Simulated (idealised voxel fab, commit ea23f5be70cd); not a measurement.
process module | voxel tone inversion
cross-section cut | 270 nm wide | cells 5 nm
A cross-section is a grid of square cells, given in bands from the top down. A band is one or more rows of cells.
Each band's line starts with the height of the band's top and of its bottom, in nm. Then come its materials from left to right, each with its width in nm. One material with "throughout" fills the band from edge to edge. "air" is empty space.
Height 0 is the level under which the wafer as received is all one material. The lowest band goes on downwards, as in "0 down".
A width such as "30 to 40" changes by the same amount from each row of cells to the next, from the band's top row to its bottom row.
"no change" after a step means that no cell of the cross-section changed.
closed voids: empty space of 8 cells or more with no open way to the top, each as width x height at its distance from the left edge, in nm
after a step's settings: what the simulator itself notes on the step
overlay nm, on a step with a mask: how far to the right of its planned place the mask lay; to the left if negative
plan
1 op RECEIVE | material Si
2 op CONFORMAL_DEP | material SiCN | thk nm 5
3 op DIRECTIONAL_DEP | material polySi | thk nm 15
4 op PATTERN | tone cover | mask id POSTS | material resist | width nm 25 | pitch nm 45 | thk nm 25 | overlay nm 0
5 op DIRECTIONAL_ETCH | etch materials polySi | depth nm 15
6 op STRIP | etch materials resist
7 op FILL_DEP | material lowk | thk nm 5
8 op CMP | height nm 20
9 op STRIP | etch materials polySi
as received, after step 1
  0 down: Si throughout
  closed voids: none
a wafer at the end: this start, this plan, one mistake
  20 to 5: SiCN 75 | air 25 | SiCN 20 | air 25 | SiCN 20 | air 25 | SiCN 80
  5 to 0: SiCN throughout
  0 down: Si throughout
  closed voids: none
what went wrong: step 7 ran as: op FILL_DEP | material SiCN | thk nm 5
